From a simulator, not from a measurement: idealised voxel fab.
The process module that follows is named voxel ribs on slabs.
It is cross-section cut that appears here, measuring 290 nm in width, its square cells being 5 nm in size.
Just so we're on the same page, the cross-sections are grids of square cells, and they're listed out in bands top to bottom, each band one or more rows deep. What a band's entry tells you: where the top is and where the bottom is, as heights in nm, and after that what lies inside, material by material from left to right, each with its width in nm. Empty space is written as the word "blank", and a single material marked with the word "everywhere" occupies the band from edge to edge. The level at which height equals 0 is the one under which the wafer, as it arrives, is entirely one material. No lower edge exists for the bottom band, which continues downward and is notated as in "top 0, no bottom". Think of "30..40" as a width that walks from the first number to the second as you go down the band, top row to bottom row, taking equal-sized steps from row to row. For the purposes of this document, the phrase "nothing was modified" attached to a step denotes that no cell within the cross-section was modified by that step. Under "Listed closed voids" you'll find the enclosed gaps, the ones with no way out to the top, that are 8 cells or bigger; each reads width x height at distance, with distance counted from the left edge, everything in nm. Read whatever lies past the settings on a step's line as the simulator's own remark about the step. overlay nm: on a step with a mask, how far right of its planned place the mask lay; negative means left.
**Below is the list of planned process steps**
1: RECEIVE, material Si
2: DIRECTIONAL_DEP, material SiO2, thk nm 25
3: DIRECTIONAL_DEP, material SiN, thk nm 20
4: DIRECTIONAL_DEP, material aC, thk nm 10
5: PATTERN, tone cover, mask id RIB, material resist, width nm 30, thk nm 30, overlay nm 0
6: DIRECTIONAL_ETCH, etch materials aC, depth nm 10
7: STRIP, etch materials resist
8: DIRECTIONAL_ETCH, etch materials SiN, depth nm 5
9: STRIP, etch materials aC
10: PATTERN, tone cover, mask id SLAB, material resist, width nm 90, thk nm 15, overlay nm 0
11: DIRECTIONAL_ETCH, etch materials SiN, depth nm 15
12: STRIP, etch materials resist
13: FILL_DEP, material SiO2, thk nm 20
14: CMP, height nm 60
15: DIRECTIONAL_DEP, material TiN, thk nm 10
16: DIRECTIONAL_DEP, material aC, thk nm 10
17: PATTERN, tone cover, mask id HEATER, material resist, width nm 40, thk nm 25, overlay nm 0
18: DIRECTIONAL_ETCH, etch materials aC, depth nm 10
19: STRIP, etch materials resist
20: DIRECTIONAL_ETCH, etch materials TiN, depth nm 10
21: STRIP, etch materials aC
22: CONFORMAL_DEP, material SiN, thk nm 5
**Wafer, first of two, run as planned**
**as received, after step 1**
> top 0, no bottom  Si everywhere
> Listed closed voids: none
**The wafer, seen in cross-section, after step 2**
> top 25, bottom 0  SiO2 everywhere
> Nothing below the height 0 has changed.
**The wafer, seen in cross-section, after step 3**
> top 45, bottom 25  SiN everywhere
> Nothing below the height 25 has changed.
**The wafer, seen in cross-section, after step 4**
> top 55, bottom 45  aC everywhere
> Nothing below the height 45 has changed.
**The wafer, seen in cross-section, after step 5**
> top 85, bottom 55  blank=130, then resist=30, then blank=130
> Nothing below the height 55 has changed.
**The wafer, seen in cross-section, after step 6**
> top 75, bottom 55  blank=130, then resist=30, then blank=130
> top 55, bottom 45  blank=130, then aC=30, then blank=130
> Nothing below the height 45 has changed.
**The wafer, seen in cross-section, after step 7**
> top 55, bottom 45  blank=130, then aC=30, then blank=130
> Nothing below the height 45 has changed.
**The wafer, seen in cross-section, after step 8**
> top 55, bottom 45  blank=130, then aC=30, then blank=130
> top 45, bottom 40  blank=130, then SiN=30, then blank=130
> Nothing below the height 40 has changed.
**The wafer, seen in cross-section, after step 9**
> top 45, bottom 40  blank=130, then SiN=30, then blank=130
> Nothing below the height 40 has changed.
**The wafer, seen in cross-section, after step 10**
> top 60, bottom 45  blank=100, then resist=90, then blank=100
> top 45, bottom 40  blank=100, then resist=30, then SiN=30, then resist=30, then blank=100
> Nothing below the height 40 has changed.
**The wafer, seen in cross-section, after step 11**
> top 60, bottom 45  blank=100, then resist=90, then blank=100
> top 45, bottom 40  blank=100, then resist=30, then SiN=30, then resist=30, then blank=100
> top 40, bottom 25  blank=100, then SiN=90, then blank=100
> Nothing below the height 25 has changed.
**The wafer, seen in cross-section, after step 12**
> top 45, bottom 40  blank=130, then SiN=30, then blank=130
> Nothing below the height 40 has changed.
**The wafer, seen in cross-section, after step 13**
> top 65, bottom 45  SiO2 everywhere
> top 45, bottom 40  SiO2=130, then SiN=30, then SiO2=130
> top 40, bottom 25  SiO2=100, then SiN=90, then SiO2=100
> Nothing below the height 25 has changed.
**The wafer, seen in cross-section, after step 14**
> top 60, bottom 45  SiO2 everywhere
> Nothing below the height 45 has changed.
**The wafer, seen in cross-section, after step 15**
> top 70, bottom 60  TiN everywhere
> Nothing below the height 60 has changed.
**The wafer, seen in cross-section, after step 16**
> top 80, bottom 70  aC everywhere
> Nothing below the height 70 has changed.
**The wafer, seen in cross-section, after step 17**
> top 105, bottom 80  blank=125, then resist=40, then blank=125
> Nothing below the height 80 has changed.
**The wafer, seen in cross-section, after step 18**
> top 95, bottom 80  blank=125, then resist=40, then blank=125
> top 80, bottom 70  blank=125, then aC=40, then blank=125
> Nothing below the height 70 has changed.
**The wafer, seen in cross-section, after step 19**
> top 80, bottom 70  blank=125, then aC=40, then blank=125
> Nothing below the height 70 has changed.
**The wafer, seen in cross-section, after step 20**
> top 80, bottom 70  blank=125, then aC=40, then blank=125
> top 70, bottom 60  blank=125, then TiN=40, then blank=125
> Nothing below the height 60 has changed.
**The wafer, seen in cross-section, after step 21**
> top 70, bottom 60  blank=125, then TiN=40, then blank=125
> Nothing below the height 60 has changed.
**The wafer, seen in cross-section, after step 22**
> top 75, bottom 70  blank=120, then SiN=50, then blank=120
> top 70, bottom 65  blank=120, then SiN=5, then TiN=40, then SiN=5, then blank=120
> top 65, bottom 60  SiN=125, then TiN=40, then SiN=125
> Nothing below the height 60 has changed.
**The second wafer began exactly as the first did and followed the same plan, but one mistake was made while running it; through step 9 inclusive, the two wafers are identical**
**X-section, second wafer, when step 10 was due to finish**
> top 60, bottom 45  blank=110, then resist=90, then blank=90
> top 45, bottom 40  blank=110, then resist=20, then SiN=30, then resist=40, then blank=90
> Nothing below the height 40 has changed.
**X-section, second wafer, when step 11 was due to finish**
> top 60, bottom 45  blank=110, then resist=90, then blank=90
> top 45, bottom 40  blank=110, then resist=20, then SiN=30, then resist=40, then blank=90
> top 40, bottom 25  blank=110, then SiN=90, then blank=90
> Nothing below the height 25 has changed.
**X-section, second wafer, when step 12 was due to finish**
> top 45, bottom 40  blank=130, then SiN=30, then blank=130
> Nothing below the height 40 has changed.
**X-section, second wafer, when step 13 was due to finish**
> top 65, bottom 45  SiO2 everywhere
> top 45, bottom 40  SiO2=130, then SiN=30, then SiO2=130
> top 40, bottom 25  SiO2=110, then SiN=90, then SiO2=90
> Nothing below the height 25 has changed.
**X-section, second wafer, when step 14 was due to finish**
> top 60, bottom 45  SiO2 everywhere
> Nothing below the height 45 has changed.
**X-section, second wafer, when step 15 was due to finish**
> top 70, bottom 60  TiN everywhere
> Nothing below the height 60 has changed.
**X-section, second wafer, when step 16 was due to finish**
> top 80, bottom 70  aC everywhere
> Nothing below the height 70 has changed.
**X-section, second wafer, when step 17 was due to finish**
> top 105, bottom 80  blank=125, then resist=40, then blank=125
> Nothing below the height 80 has changed.
**X-section, second wafer, when step 18 was due to finish**
> top 95, bottom 80  blank=125, then resist=40, then blank=125
> top 80, bottom 70  blank=125, then aC=40, then blank=125
> Nothing below the height 70 has changed.
**X-section, second wafer, when step 19 was due to finish**
> top 80, bottom 70  blank=125, then aC=40, then blank=125
> Nothing below the height 70 has changed.
**X-section, second wafer, when step 20 was due to finish**
> top 80, bottom 70  blank=125, then aC=40, then blank=125
> top 70, bottom 60  blank=125, then TiN=40, then blank=125
> Nothing below the height 60 has changed.
**X-section, second wafer, when step 21 was due to finish**
> top 70, bottom 60  blank=125, then TiN=40, then blank=125
> Nothing below the height 60 has changed.
**X-section, second wafer, when step 22 was due to finish**
> top 75, bottom 70  blank=120, then SiN=50, then blank=120
> top 70, bottom 65  blank=120, then SiN=5, then TiN=40, then SiN=5, then blank=120
> top 65, bottom 60  SiN=125, then TiN=40, then SiN=125
> Nothing below the height 60 has changed.
Want to know what went wrong? so step 10 ended up running with a different setting than we planned, it ran as PATTERN, tone cover, mask id SLAB, material resist, width nm 90, thk nm 15, overlay nm 10
Final state: per-material cell counts identical on both wafers; locations differ.
